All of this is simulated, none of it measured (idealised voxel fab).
process module | voxel gate over fins
cross-section cut | 240 nm wide | cells 5 nm
A cross-section is a grid of square cells, given in bands from the top down. A band is one or more rows of cells.
Each band's line starts with the height of the band's top and of its bottom, in nm. Then come its materials from left to right, each with its width in nm. One material with "throughout" fills the band from edge to edge. "air" is empty space.
Height 0 is the level under which the wafer as received is all one material. The lowest band goes on downwards, as in "0 down".
A width such as "30 to 40" changes by the same amount from each row of cells to the next, from the band's top row to its bottom row.
"no change" after a step means that no cell of the cross-section changed.
closed voids: empty space of 8 cells or more with no open way to the top, each as width x height at its distance from the left edge, in nm
after a step's settings: what the simulator itself notes on the step
overlay nm, on a step with a mask: how far to the right of its planned place the mask lay; to the left if negative
Each pair below shows a cross-section before one step and the cross-section after it, down to the lowest band that changed. The line under each pair gives the step between them, with its settings. The pairs can come from different runs of this module on the same starting wafer, so a pair continues from the pair above only where its "before" says so.
before
  0 down: Si throughout
  closed voids: none
after
  5 to 0: SiN throughout
  below 0: unchanged
  closed voids: none
the step between: op CONFORMAL_DEP | material SiN | thk nm 5
before: the cross-section after the pair above
after
  20 to 5: aC throughout
  below 5: unchanged
  closed voids: none
the step between: op DIRECTIONAL_DEP | material aC | thk nm 15
before: the cross-section after the pair above
after
  50 to 20: air 85 | resist 15 | air 35 | resist 15 | air 90
  below 20: unchanged
  closed voids: none
the step between: op PATTERN | tone cover | mask id FINS | material resist | width nm 15 | pitch nm 50 | thk nm 30 | overlay nm 0
before: the cross-section after the pair above
after
  35 to 20: air 85 | resist 15 | air 35 | resist 15 | air 90
  20 to 5: air 85 | aC 15 | air 35 | aC 15 | air 90
  below 5: unchanged
  closed voids: none
the step between: op DIRECTIONAL_ETCH | etch materials aC | depth nm 15
before: the cross-section after the pair above
after
  20 to 5: air 85 | aC 15 | air 35 | aC 15 | air 90
  below 5: unchanged
  closed voids: none
the step between: op STRIP | etch materials resist
before: the cross-section after the pair above
after
  20 to 5: air 85 | aC 15 | air 35 | aC 15 | air 90
  5 to 0: air 85 | SiN 15 | air 35 | SiN 15 | air 90
  below 0: unchanged
  closed voids: none
the step between: op DIRECTIONAL_ETCH | etch materials SiN | depth nm 5
before: the cross-section after the pair above
after
  20 to 5: air 85 | aC 15 | air 35 | aC 15 | air 90
  5 to 0: air 85 | SiN 15 | air 35 | SiN 15 | air 90
  0 to -35: air 85 | Si 15 | air 35 | Si 15 | air 90
  below -35: unchanged
  closed voids: none
the step between: op DIRECTIONAL_ETCH | etch materials Si | depth nm 35
before: the cross-section after the pair above
after
  5 to 0: air 85 | SiN 15 | air 35 | SiN 15 | air 90
  below 0: unchanged
  closed voids: none
the step between: op STRIP | etch materials aC
before: the cross-section after the pair above
after
  5 to 0: air 85 | SiN 15 | air 35 | SiN 15 | air 90
  0 to -35: air 85 | SiO2 5 | Si 5 | SiO2 5 | air 35 | SiO2 5 | Si 5 | SiO2 5 | air 90
  -35 to -40: SiO2 90 | Si 5 | SiO2 45 | Si 5 | SiO2 95
  below -40: unchanged
  closed voids: none
the step between: op OXIDIZE | depth nm 5
before: the cross-section after the pair above
after
  20 to 5: SiO2 throughout
  5 to 0: SiO2 85 | SiN 15 | SiO2 35 | SiN 15 | SiO2 90
  0 to -40: SiO2 90 | Si 5 | SiO2 45 | Si 5 | SiO2 95
  below -40: unchanged
  closed voids: none
the step between: op FILL_DEP | material SiO2 | thk nm 15
before: the cross-section after the pair above
after
  5 to 0: SiO2 85 | SiN 15 | SiO2 35 | SiN 15 | SiO2 90
  below 0: unchanged
  closed voids: none
the step between: op CMP | height nm 5
before: the cross-section after the pair above
after
  15 to 5: aC throughout
  below 5: unchanged
  closed voids: none
the step between: op DIRECTIONAL_DEP | material aC | thk nm 10
before: the cross-section after the pair above
after
  45 to 15: resist 110 | air 15 | resist 115
  below 15: unchanged
  closed voids: none
the step between: op PATTERN | tone open | mask id RAIL | material resist | width nm 15 | thk nm 30 | overlay nm 0
before: the cross-section after the pair above
after
  35 to 15: resist 110 | air 15 | resist 115
  15 to 5: aC 110 | air 15 | aC 115
  below 5: unchanged
  closed voids: none
the step between: op DIRECTIONAL_ETCH | etch materials aC | depth nm 10
before: the cross-section after the pair above
after
  15 to 5: aC 110 | air 15 | aC 115
  below 5: unchanged
  closed voids: none
the step between: op STRIP | etch materials resist
before: the cross-section after the pair above
after
  15 to 5: aC 110 | air 15 | aC 115
  5 to 0: SiO2 85 | SiN 15 | SiO2 10 | air 15 | SiO2 10 | SiN 15 | SiO2 90
  0 to -30: SiO2 90 | Si 5 | SiO2 15 | air 15 | SiO2 15 | Si 5 | SiO2 95
  below -30: unchanged
  closed voids: none
the step between: op DIRECTIONAL_ETCH | etch materials SiO2 | depth nm 35
before: the cross-section after the pair above
after
  5 to 0: SiO2 85 | SiN 15 | SiO2 10 | air 15 | SiO2 10 | SiN 15 | SiO2 90
  below 0: unchanged
  closed voids: none
the step between: op STRIP | etch materials aC
before: the cross-section after the pair above
after
  10 to 5: TiN 115 | air 5 | TiN 120
  5 to 0: SiO2 85 | SiN 15 | SiO2 10 | TiN 5 | air 5 | TiN 5 | SiO2 10 | SiN 15 | SiO2 90
  0 to -25: SiO2 90 | Si 5 | SiO2 15 | TiN 5 | air 5 | TiN 5 | SiO2 15 | Si 5 | SiO2 95
  -25 to -30: SiO2 90 | Si 5 | SiO2 15 | TiN 15 | SiO2 15 | Si 5 | SiO2 95
  below -30: unchanged
  closed voids: none
the step between: op CONFORMAL_DEP | material TiN | thk nm 5
before: the cross-section after the pair above
after
  15 to 10: W throughout
  10 to 5: TiN 115 | W 5 | TiN 120
  5 to 0: SiO2 85 | SiN 15 | SiO2 10 | TiN 5 | W 5 | TiN 5 | SiO2 10 | SiN 15 | SiO2 90
  0 to -25: SiO2 90 | Si 5 | SiO2 15 | TiN 5 | W 5 | TiN 5 | SiO2 15 | Si 5 | SiO2 95
  below -25: unchanged
  closed voids: none
the step between: op FILL_DEP | material W | thk nm 5
before: the cross-section after the pair above
after
  5 to 0: SiO2 85 | SiN 15 | SiO2 10 | TiN 5 | W 5 | TiN 5 | SiO2 10 | SiN 15 | SiO2 90
  below 0: unchanged
  closed voids: none
the step between: op CMP | height nm 5
before: the cross-section after the pair above
after
  5 to 0: SiO2 85 | SiN 15 | SiO2 10 | air 15 | SiO2 10 | SiN 15 | SiO2 90
  0 to -20: SiO2 90 | Si 5 | SiO2 15 | air 15 | SiO2 15 | Si 5 | SiO2 95
  below -20: unchanged
  closed voids: none
the step between: op SELECTIVE_ETCH | etch materials W Ru TiN | depth nm 25
before: the cross-section after the pair above
after
  10 to 5: SiO2 throughout
  5 to 0: SiO2 85 | SiN 15 | SiO2 35 | SiN 15 | SiO2 90
  0 to -20: SiO2 90 | Si 5 | SiO2 45 | Si 5 | SiO2 95
  below -20: unchanged
  closed voids: none
the step between: op FILL_DEP | material SiO2 | thk nm 5
before: the cross-section after the pair above
after
  5 to 0: SiO2 85 | SiN 15 | SiO2 35 | SiN 15 | SiO2 90
  below 0: unchanged
  closed voids: none
the step between: op CMP | height nm 5
before: the cross-section after the pair above
after
  5 to 0: air 85 | SiN 15 | air 35 | SiN 15 | air 90
  0 to -10: air 90 | Si 5 | air 45 | Si 5 | air 95
  below -10: unchanged
  closed voids: none
the step between: op SELECTIVE_ETCH | etch materials SiO2 | depth nm 15
before: the cross-section after the pair above
after
  0 to -10: air 90 | Si 5 | air 45 | Si 5 | air 95
  below -10: unchanged
  closed voids: none
the step between: op STRIP | etch materials SiN
before: the cross-section after the pair above
after
  5 to 0: air 85 | HfO2 15 | air 35 | HfO2 15 | air 90
  0 to -5: air 85 | HfO2 5 | Si 5 | HfO2 5 | air 35 | HfO2 5 | Si 5 | HfO2 5 | air 90
  -5 to -10: HfO2 90 | Si 5 | HfO2 45 | Si 5 | HfO2 95
  below -10: unchanged
  closed voids: none
the step between: op CONFORMAL_DEP | material HfO2 | thk nm 5
before: the cross-section after the pair above
after
  10 to 5: air 80 | TiN 25 | air 25 | TiN 25 | air 85
  5 to 0: air 80 | TiN 5 | HfO2 15 | TiN 5 | air 25 | TiN 5 | HfO2 15 | TiN 5 | air 85
  0 to -5: TiN 85 | HfO2 5 | Si 5 | HfO2 5 | TiN 35 | HfO2 5 | Si 5 | HfO2 5 | TiN 90
  below -5: unchanged
  closed voids: none
the step between: op CONFORMAL_DEP | material TiN | thk nm 5
before: the cross-section after the pair above
after
  15 to 10: air 75 | TiAl 35 | air 15 | TiAl 35 | air 80
  10 to 5: air 75 | TiAl 5 | TiN 25 | TiAl 5 | air 15 | TiAl 5 | TiN 25 | TiAl 5 | air 80
  5 to 0: TiAl 80 | TiN 5 | HfO2 15 | TiN 5 | TiAl 25 | TiN 5 | HfO2 15 | TiN 5 | TiAl 85
  below 0: unchanged
  closed voids: none
the step between: op CONFORMAL_DEP | material TiAl | thk nm 5
before: the cross-section after the pair above
after
  20 to 15: air 70 | TiN 45 | air 5 | TiN 45 | air 75
  15 to 10: air 70 | TiN 5 | TiAl 35 | TiN 5 | air 5 | TiN 5 | TiAl 35 | TiN 5 | air 75
  10 to 5: TiN 75 | TiAl 5 | TiN 25 | TiAl 5 | TiN 15 | TiAl 5 | TiN 25 | TiAl 5 | TiN 80
  below 5: unchanged
  closed voids: none
the step between: op CONFORMAL_DEP | material TiN | thk nm 5
before: the cross-section after the pair above
after
  35 to 20: W throughout
  20 to 15: W 70 | TiN 45 | W 5 | TiN 45 | W 75
  15 to 10: W 70 | TiN 5 | TiAl 35 | TiN 5 | W 5 | TiN 5 | TiAl 35 | TiN 5 | W 75
  below 10: unchanged
  closed voids: none
the step between: op FILL_DEP | material W | thk nm 15
before: the cross-section after the pair above
after
  30 to 20: W throughout
  below 20: unchanged
  closed voids: none
the step between: op CMP | height nm 30
before: the cross-section after the pair above
after
  40 to 30: SiN throughout
  below 30: unchanged
  closed voids: none
the step between: op CONFORMAL_DEP | material SiN | thk nm 10
before
  10 to 5: air 80 | TiN 25 | air 25 | TiN 25 | air 85
  5 to 0: air 80 | TiN 5 | HfO2 15 | TiN 5 | air 25 | TiN 5 | HfO2 15 | TiN 5 | air 85
  0 to -5: TiN 85 | HfO2 5 | Si 5 | HfO2 5 | TiN 35 | HfO2 5 | Si 5 | HfO2 5 | TiN 90
  -5 to -10: HfO2 90 | Si 5 | HfO2 45 | Si 5 | HfO2 95
  -10 to -20: SiO2 90 | Si 5 | SiO2 45 | Si 5 | SiO2 95
  -20 to -25: SiO2 90 | Si 5 | SiO2 15 | TiN 5 | W 5 | TiN 5 | SiO2 15 | Si 5 | SiO2 95
  -25 to -30: SiO2 90 | Si 5 | SiO2 15 | TiN 15 | SiO2 15 | Si 5 | SiO2 95
  -30 to -40: SiO2 90 | Si 5 | SiO2 45 | Si 5 | SiO2 95
  -40 down: Si throughout
  closed voids: none
after
  15 to 5: air 75 | TiN 35 | air 15 | TiN 35 | air 80
  5 to 0: TiN 85 | HfO2 15 | TiN 35 | HfO2 15 | TiN 90
  below 0: unchanged
  closed voids: none
the step between: op CONFORMAL_DEP | material TiN | thk nm 5
before: the cross-section after the pair above
after
  30 to 15: W throughout
  15 to 5: W 75 | TiN 35 | W 15 | TiN 35 | W 80
  below 5: unchanged
  closed voids: none
the step between: op FILL_DEP | material W | thk nm 15
before: the cross-section after the pair above
after
  40 to 30: SiN throughout
  below 30: unchanged
  closed voids: none
the step between: op CONFORMAL_DEP | material SiN | thk nm 10
before
  5 to 0: air 85 | SiN 15 | air 35 | SiN 15 | air 90
  0 to -10: air 90 | Si 5 | air 45 | Si 5 | air 95
  -10 to -20: SiO2 90 | Si 5 | SiO2 45 | Si 5 | SiO2 95
  -20 to -25: SiO2 90 | Si 5 | SiO2 15 | TiN 5 | W 5 | TiN 5 | SiO2 15 | Si 5 | SiO2 95
  -25 to -30: SiO2 90 | Si 5 | SiO2 15 | TiN 15 | SiO2 15 | Si 5 | SiO2 95
  -30 to -40: SiO2 90 | Si 5 | SiO2 45 | Si 5 | SiO2 95
  -40 down: Si throughout
  closed voids: none
after
  5 to 0: air 85 | SiN 15 | air 35 | SiN 15 | air 90
  0 to -20: air 90 | Si 5 | air 45 | Si 5 | air 95
  -20 to -25: air 90 | Si 5 | air 15 | TiN 5 | W 5 | TiN 5 | air 15 | Si 5 | air 95
  below -25: unchanged
  closed voids: none
the step between: op SELECTIVE_ETCH | etch materials SiO2 | depth nm 15
before: the cross-section after the pair above
after
  0 to -20: air 90 | Si 5 | air 45 | Si 5 | air 95
  below -20: unchanged
  closed voids: none
the step between: op STRIP | etch materials SiN
before: the cross-section after the pair above
after
  5 to 0: air 85 | HfO2 15 | air 35 | HfO2 15 | air 90
  0 to -15: air 85 | HfO2 5 | Si 5 | HfO2 5 | air 35 | HfO2 5 | Si 5 | HfO2 5 | air 90
  -15 to -20: air 85 | HfO2 5 | Si 5 | HfO2 5 | air 5 | HfO2 25 | air 5 | HfO2 5 | Si 5 | HfO2 5 | air 90
  -20 to -25: HfO2 90 | Si 5 | HfO2 15 | TiN 5 | W 5 | TiN 5 | HfO2 15 | Si 5 | HfO2 95
  below -25: unchanged
  closed voids: none
the step between: op CONFORMAL_DEP | material HfO2 | thk nm 5
before: the cross-section after the pair above
after
  10 to 5: air 80 | TiN 25 | air 25 | TiN 25 | air 85
  5 to 0: air 80 | TiN 5 | HfO2 15 | TiN 5 | air 25 | TiN 5 | HfO2 15 | TiN 5 | air 85
  0 to -10: air 80 | TiN 5 | HfO2 5 | Si 5 | HfO2 5 | TiN 5 | air 25 | TiN 5 | HfO2 5 | Si 5 | HfO2 5 | TiN 5 | air 85
  -10 to -15: air 80 | TiN 5 | HfO2 5 | Si 5 | HfO2 5 | TiN 35 | HfO2 5 | Si 5 | HfO2 5 | TiN 5 | air 85
  -15 to -20: TiN 85 | HfO2 5 | Si 5 | HfO2 5 | TiN 5 | HfO2 25 | TiN 5 | HfO2 5 | Si 5 | HfO2 5 | TiN 90
  below -20: unchanged
  closed voids: none
the step between: op CONFORMAL_DEP | material TiN | thk nm 5
before: the cross-section after the pair above
after
  15 to 10: air 75 | TiAl 35 | air 15 | TiAl 35 | air 80
  10 to 5: air 75 | TiAl 5 | TiN 25 | TiAl 5 | air 15 | TiAl 5 | TiN 25 | TiAl 5 | air 80
  5 to 0: air 75 | TiAl 5 | TiN 5 | HfO2 15 | TiN 5 | TiAl 5 | air 15 | TiAl 5 | TiN 5 | HfO2 15 | TiN 5 | TiAl 5 | air 80
  0 to -5: air 75 | TiAl 5 | TiN 5 | HfO2 5 | Si 5 | HfO2 5 | TiN 5 | TiAl 5 | air 15 | TiAl 5 | TiN 5 | HfO2 5 | Si 5 | HfO2 5 | TiN 5 | TiAl 5 | air 80
  -5 to -10: air 75 | TiAl 5 | TiN 5 | HfO2 5 | Si 5 | HfO2 5 | TiN 5 | TiAl 25 | TiN 5 | HfO2 5 | Si 5 | HfO2 5 | TiN 5 | TiAl 5 | air 80
  -10 to -15: TiAl 80 | TiN 5 | HfO2 5 | Si 5 | HfO2 5 | TiN 35 | HfO2 5 | Si 5 | HfO2 5 | TiN 5 | TiAl 85
  below -15: unchanged
  closed voids: none
the step between: op CONFORMAL_DEP | material TiAl | thk nm 5
before: the cross-section after the pair above
after
  20 to 15: air 70 | TiN 45 | air 5 | TiN 45 | air 75
  15 to 10: air 70 | TiN 5 | TiAl 35 | TiN 5 | air 5 | TiN 5 | TiAl 35 | TiN 5 | air 75
  10 to 5: air 70 | TiN 5 | TiAl 5 | TiN 25 | TiAl 5 | TiN 5 | air 5 | TiN 5 | TiAl 5 | TiN 25 | TiAl 5 | TiN 5 | air 75
  5 to 0: air 70 | TiN 5 | TiAl 5 | TiN 5 | HfO2 15 | TiN 5 | TiAl 5 | TiN 5 | air 5 | TiN 5 | TiAl 5 | TiN 5 | HfO2 15 | TiN 5 | TiAl 5 | TiN 5 | air 75
  0 to -5: air 70 | TiN 5 | TiAl 5 | TiN 5 | HfO2 5 | Si 5 | HfO2 5 | TiN 5 | TiAl 5 | TiN 15 | TiAl 5 | TiN 5 | HfO2 5 | Si 5 | HfO2 5 | TiN 5 | TiAl 5 | TiN 5 | air 75
  -5 to -10: TiN 75 | TiAl 5 | TiN 5 | HfO2 5 | Si 5 | HfO2 5 | TiN 5 | TiAl 25 | TiN 5 | HfO2 5 | Si 5 | HfO2 5 | TiN 5 | TiAl 5 | TiN 80
  below -10: unchanged
  closed voids: none
the step between: op CONFORMAL_DEP | material TiN | thk nm 5
before: the cross-section after the pair above
after
  35 to 20: W throughout
  20 to 15: W 70 | TiN 45 | W 5 | TiN 45 | W 75
  15 to 10: W 70 | TiN 5 | TiAl 35 | TiN 5 | W 5 | TiN 5 | TiAl 35 | TiN 5 | W 75
  10 to 5: W 70 | TiN 5 | TiAl 5 | TiN 25 | TiAl 5 | TiN 5 | W 5 | TiN 5 | TiAl 5 | TiN 25 | TiAl 5 | TiN 5 | W 75
  5 to 0: W 70 | TiN 5 | TiAl 5 | TiN 5 | HfO2 15 | TiN 5 | TiAl 5 | TiN 5 | W 5 | TiN 5 | TiAl 5 | TiN 5 | HfO2 15 | TiN 5 | TiAl 5 | TiN 5 | W 75
  0 to -5: W 70 | TiN 5 | TiAl 5 | TiN 5 | HfO2 5 | Si 5 | HfO2 5 | TiN 5 | TiAl 5 | TiN 15 | TiAl 5 | TiN 5 | HfO2 5 | Si 5 | HfO2 5 | TiN 5 | TiAl 5 | TiN 5 | W 75
  below -5: unchanged
  closed voids: none
the step between: op FILL_DEP | material W | thk nm 15
before: the cross-section after the pair above
after
  30 to 20: W throughout
  below 20: unchanged
  closed voids: none
the step between: op CMP | height nm 30
before: the cross-section after the pair above
after
  40 to 30: SiN throughout
  below 30: unchanged
  closed voids: none
the step between: op CONFORMAL_DEP | material SiN | thk nm 10
before
  15 to 5: air 75 | TiN 35 | air 15 | TiN 35 | air 80
  5 to 0: TiN 85 | HfO2 15 | TiN 35 | HfO2 15 | TiN 90
  0 to -5: TiN 85 | HfO2 5 | Si 5 | HfO2 5 | TiN 35 | HfO2 5 | Si 5 | HfO2 5 | TiN 90
  -5 to -10: HfO2 90 | Si 5 | HfO2 45 | Si 5 | HfO2 95
  -10 to -20: SiO2 90 | Si 5 | SiO2 45 | Si 5 | SiO2 95
  -20 to -25: SiO2 90 | Si 5 | SiO2 15 | TiN 5 | W 5 | TiN 5 | SiO2 15 | Si 5 | SiO2 95
  -25 to -30: SiO2 90 | Si 5 | SiO2 15 | TiN 15 | SiO2 15 | Si 5 | SiO2 95
  -30 to -40: SiO2 90 | Si 5 | SiO2 45 | Si 5 | SiO2 95
  -40 down: Si throughout
  closed voids: none
after
  20 to 15: air 70 | TiAl 45 | air 5 | TiAl 45 | air 75
  15 to 10: air 70 | TiAl 5 | TiN 35 | TiAl 5 | air 5 | TiAl 5 | TiN 35 | TiAl 5 | air 75
  10 to 5: TiAl 75 | TiN 35 | TiAl 15 | TiN 35 | TiAl 80
  below 5: unchanged
  closed voids: none
the step between: op CONFORMAL_DEP | material TiAl | thk nm 5
before: the cross-section after the pair above
after
  35 to 20: W throughout
  20 to 15: W 70 | TiAl 45 | W 5 | TiAl 45 | W 75
  15 to 10: W 70 | TiAl 5 | TiN 35 | TiAl 5 | W 5 | TiAl 5 | TiN 35 | TiAl 5 | W 75
  below 10: unchanged
  closed voids: none
the step between: op FILL_DEP | material W | thk nm 15
before: the cross-section after the pair above
after
  30 to 20: W throughout
  below 20: unchanged
  closed voids: none
the step between: op CMP | height nm 30
before: the cross-section after the pair above
after
  40 to 30: SiN throughout
  below 30: unchanged
  closed voids: none
the step between: op CONFORMAL_DEP | material SiN | thk nm 10
before
  5 to 0: SiO2 85 | SiN 15 | SiO2 35 | SiN 15 | SiO2 90
  0 to -20: SiO2 90 | Si 5 | SiO2 45 | Si 5 | SiO2 95
  -20 to -25: SiO2 90 | Si 5 | SiO2 15 | TiN 5 | W 5 | TiN 5 | SiO2 15 | Si 5 | SiO2 95
  -25 to -30: SiO2 90 | Si 5 | SiO2 15 | TiN 15 | SiO2 15 | Si 5 | SiO2 95
  -30 to -40: SiO2 90 | Si 5 | SiO2 45 | Si 5 | SiO2 95
  -40 down: Si throughout
  closed voids: none
after
  5 to 0: air 85 | SiN 15 | air 35 | SiN 15 | air 90
  0 to -20: air 90 | Si 5 | air 45 | Si 5 | air 95
  below -20: unchanged
  closed voids: none
the step between: op SELECTIVE_ETCH | etch materials SiO2 | depth nm 25
before: the cross-section after the pair above
after
  0 to -20: air 90 | Si 5 | air 45 | Si 5 | air 95
  below -20: unchanged
  closed voids: none
the step between: op STRIP | etch materials SiN
before: the cross-section after the pair above
after
  5 to 0: air 85 | HfO2 15 | air 35 | HfO2 15 | air 90
  0 to -15: air 85 | HfO2 5 | Si 5 | HfO2 5 | air 35 | HfO2 5 | Si 5 | HfO2 5 | air 90
  -15 to -20: HfO2 90 | Si 5 | HfO2 45 | Si 5 | HfO2 95
  below -20: unchanged
  closed voids: none
the step between: op CONFORMAL_DEP | material HfO2 | thk nm 5
before: the cross-section after the pair above
after
  10 to 5: air 80 | TiN 25 | air 25 | TiN 25 | air 85
  5 to 0: air 80 | TiN 5 | HfO2 15 | TiN 5 | air 25 | TiN 5 | HfO2 15 | TiN 5 | air 85
  0 to -10: air 80 | TiN 5 | HfO2 5 | Si 5 | HfO2 5 | TiN 5 | air 25 | TiN 5 | HfO2 5 | Si 5 | HfO2 5 | TiN 5 | air 85
  -10 to -15: TiN 85 | HfO2 5 | Si 5 | HfO2 5 | TiN 35 | HfO2 5 | Si 5 | HfO2 5 | TiN 90
  below -15: unchanged
  closed voids: none
the step between: op CONFORMAL_DEP | material TiN | thk nm 5
before: the cross-section after the pair above
after
  15 to 10: air 75 | TiAl 35 | air 15 | TiAl 35 | air 80
  10 to 5: air 75 | TiAl 5 | TiN 25 | TiAl 5 | air 15 | TiAl 5 | TiN 25 | TiAl 5 | air 80
  5 to 0: air 75 | TiAl 5 | TiN 5 | HfO2 15 | TiN 5 | TiAl 5 | air 15 | TiAl 5 | TiN 5 | HfO2 15 | TiN 5 | TiAl 5 | air 80
  0 to -5: air 75 | TiAl 5 | TiN 5 | HfO2 5 | Si 5 | HfO2 5 | TiN 5 | TiAl 5 | air 15 | TiAl 5 | TiN 5 | HfO2 5 | Si 5 | HfO2 5 | TiN 5 | TiAl 5 | air 80
  -5 to -10: TiAl 80 | TiN 5 | HfO2 5 | Si 5 | HfO2 5 | TiN 5 | TiAl 25 | TiN 5 | HfO2 5 | Si 5 | HfO2 5 | TiN 5 | TiAl 85
  below -10: unchanged
  closed voids: none
the step between: op CONFORMAL_DEP | material TiAl | thk nm 5
before: the cross-section after the pair above
after
  20 to 15: air 70 | TiN 45 | air 5 | TiN 45 | air 75
  15 to 10: air 70 | TiN 5 | TiAl 35 | TiN 5 | air 5 | TiN 5 | TiAl 35 | TiN 5 | air 75
  10 to 5: air 70 | TiN 5 | TiAl 5 | TiN 25 | TiAl 5 | TiN 5 | air 5 | TiN 5 | TiAl 5 | TiN 25 | TiAl 5 | TiN 5 | air 75
  5 to 0: air 70 | TiN 5 | TiAl 5 | TiN 5 | HfO2 15 | TiN 5 | TiAl 5 | TiN 5 | air 5 | TiN 5 | TiAl 5 | TiN 5 | HfO2 15 | TiN 5 | TiAl 5 | TiN 5 | air 75
  0 to -5: TiN 75 | TiAl 5 | TiN 5 | HfO2 5 | Si 5 | HfO2 5 | TiN 5 | TiAl 5 | TiN 15 | TiAl 5 | TiN 5 | HfO2 5 | Si 5 | HfO2 5 | TiN 5 | TiAl 5 | TiN 80
  below -5: unchanged
  closed voids: none
the step between: op CONFORMAL_DEP | material TiN | thk nm 5
before: the cross-section after the pair above
after
  35 to 20: W throughout
  20 to 15: W 70 | TiN 45 | W 5 | TiN 45 | W 75
  15 to 10: W 70 | TiN 5 | TiAl 35 | TiN 5 | W 5 | TiN 5 | TiAl 35 | TiN 5 | W 75
  10 to 5: W 70 | TiN 5 | TiAl 5 | TiN 25 | TiAl 5 | TiN 5 | W 5 | TiN 5 | TiAl 5 | TiN 25 | TiAl 5 | TiN 5 | W 75
  5 to 0: W 70 | TiN 5 | TiAl 5 | TiN 5 | HfO2 15 | TiN 5 | TiAl 5 | TiN 5 | W 5 | TiN 5 | TiAl 5 | TiN 5 | HfO2 15 | TiN 5 | TiAl 5 | TiN 5 | W 75
  below 0: unchanged
  closed voids: none
the step between: op FILL_DEP | material W | thk nm 15
before: the cross-section after the pair above
after
  30 to 20: W throughout
  below 20: unchanged
  closed voids: none
the step between: op CMP | height nm 30
before: the cross-section after the pair above
after
  40 to 30: SiN throughout
  below 30: unchanged
  closed voids: none
the step between: op CONFORMAL_DEP | material SiN | thk nm 10
before
  15 to 5: aC throughout
  5 to 0: SiO2 85 | SiN 15 | SiO2 35 | SiN 15 | SiO2 90
  0 to -40: SiO2 90 | Si 5 | SiO2 45 | Si 5 | SiO2 95
  -40 down: Si throughout
  closed voids: none
after
  45 to 15: resist 110 | air 20 | resist 110
  below 15: unchanged
  closed voids: none
the step between: op PATTERN | tone open | mask id RAIL | material resist | width nm 20 | thk nm 30 | overlay nm 0
before: the cross-section after the pair above
after
  35 to 15: resist 110 | air 20 | resist 110
  15 to 5: aC 110 | air 20 | aC 110
  below 5: unchanged
  closed voids: none
the step between: op DIRECTIONAL_ETCH | etch materials aC | depth nm 10
before: the cross-section after the pair above
after
  15 to 5: aC 110 | air 20 | aC 110
  below 5: unchanged
  closed voids: none
the step between: op STRIP | etch materials resist
before: the cross-section after the pair above
after
  15 to 5: aC 110 | air 20 | aC 110
  5 to 0: SiO2 85 | SiN 15 | SiO2 10 | air 20 | SiO2 5 | SiN 15 | SiO2 90
  0 to -30: SiO2 90 | Si 5 | SiO2 15 | air 20 | SiO2 10 | Si 5 | SiO2 95
  below -30: unchanged
  closed voids: none
the step between: op DIRECTIONAL_ETCH | etch materials SiO2 | depth nm 35
before: the cross-section after the pair above
after
  5 to 0: SiO2 85 | SiN 15 | SiO2 10 | air 20 | SiO2 5 | SiN 15 | SiO2 90
  below 0: unchanged
  closed voids: none
the step between: op STRIP | etch materials aC
before: the cross-section after the pair above
after
  10 to 5: TiN 115 | air 10 | TiN 115
  5 to 0: SiO2 85 | SiN 15 | SiO2 10 | TiN 5 | air 10 | TiN 5 | SiO2 5 | SiN 15 | SiO2 90
  0 to -25: SiO2 90 | Si 5 | SiO2 15 | TiN 5 | air 10 | TiN 5 | SiO2 10 | Si 5 | SiO2 95
  -25 to -30: SiO2 90 | Si 5 | SiO2 15 | TiN 20 | SiO2 10 | Si 5 | SiO2 95
  below -30: unchanged
  closed voids: none
the step between: op CONFORMAL_DEP | material TiN | thk nm 5
before: the cross-section after the pair above
after
  15 to 10: W throughout
  10 to 5: TiN 115 | W 10 | TiN 115
  5 to 0: SiO2 85 | SiN 15 | SiO2 10 | TiN 5 | W 10 | TiN 5 | SiO2 5 | SiN 15 | SiO2 90
  0 to -25: SiO2 90 | Si 5 | SiO2 15 | TiN 5 | W 10 | TiN 5 | SiO2 10 | Si 5 | SiO2 95
  below -25: unchanged
  closed voids: none
the step between: op FILL_DEP | material W | thk nm 5
before: the cross-section after the pair above
after
  5 to 0: SiO2 85 | SiN 15 | SiO2 10 | TiN 5 | W 10 | TiN 5 | SiO2 5 | SiN 15 | SiO2 90
  below 0: unchanged
  closed voids: none
the step between: op CMP | height nm 5
before: the cross-section after the pair above
after
  5 to 0: SiO2 85 | SiN 15 | SiO2 10 | air 20 | SiO2 5 | SiN 15 | SiO2 90
  0 to -20: SiO2 90 | Si 5 | SiO2 15 | air 20 | SiO2 10 | Si 5 | SiO2 95
  below -20: unchanged
  closed voids: none
the step between: op SELECTIVE_ETCH | etch materials W Ru TiN | depth nm 25
before: the cross-section after the pair above
after
  10 to 5: SiO2 throughout
  5 to 0: SiO2 85 | SiN 15 | SiO2 35 | SiN 15 | SiO2 90
  0 to -20: SiO2 90 | Si 5 | SiO2 45 | Si 5 | SiO2 95
  below -20: unchanged
  closed voids: none
the step between: op FILL_DEP | material SiO2 | thk nm 5
before: the cross-section after the pair above
after
  5 to 0: SiO2 85 | SiN 15 | SiO2 35 | SiN 15 | SiO2 90
  below 0: unchanged
  closed voids: none
the step between: op CMP | height nm 5
before: the cross-section after the pair above
after
  5 to 0: air 85 | SiN 15 | air 35 | SiN 15 | air 90
  0 to -10: air 90 | Si 5 | air 45 | Si 5 | air 95
  below -10: unchanged
  closed voids: none
the step between: op SELECTIVE_ETCH | etch materials SiO2 | depth nm 15
before: the cross-section after the pair above
after
  0 to -10: air 90 | Si 5 | air 45 | Si 5 | air 95
  below -10: unchanged
  closed voids: none
the step between: op STRIP | etch materials SiN
before: the cross-section after the pair above
after
  5 to 0: air 85 | HfO2 15 | air 35 | HfO2 15 | air 90
  0 to -5: air 85 | HfO2 5 | Si 5 | HfO2 5 | air 35 | HfO2 5 | Si 5 | HfO2 5 | air 90
  -5 to -10: HfO2 90 | Si 5 | HfO2 45 | Si 5 | HfO2 95
  below -10: unchanged
  closed voids: none
the step between: op CONFORMAL_DEP | material HfO2 | thk nm 5
before: the cross-section after the pair above
after
  10 to 5: air 80 | TiN 25 | air 25 | TiN 25 | air 85
  5 to 0: air 80 | TiN 5 | HfO2 15 | TiN 5 | air 25 | TiN 5 | HfO2 15 | TiN 5 | air 85
  0 to -5: TiN 85 | HfO2 5 | Si 5 | HfO2 5 | TiN 35 | HfO2 5 | Si 5 | HfO2 5 | TiN 90
  below -5: unchanged
  closed voids: none
the step between: op CONFORMAL_DEP | material TiN | thk nm 5
before: the cross-section after the pair above
after
  15 to 10: air 75 | TiAl 35 | air 15 | TiAl 35 | air 80
  10 to 5: air 75 | TiAl 5 | TiN 25 | TiAl 5 | air 15 | TiAl 5 | TiN 25 | TiAl 5 | air 80
  5 to 0: TiAl 80 | TiN 5 | HfO2 15 | TiN 5 | TiAl 25 | TiN 5 | HfO2 15 | TiN 5 | TiAl 85
  below 0: unchanged
  closed voids: none
the step between: op CONFORMAL_DEP | material TiAl | thk nm 5
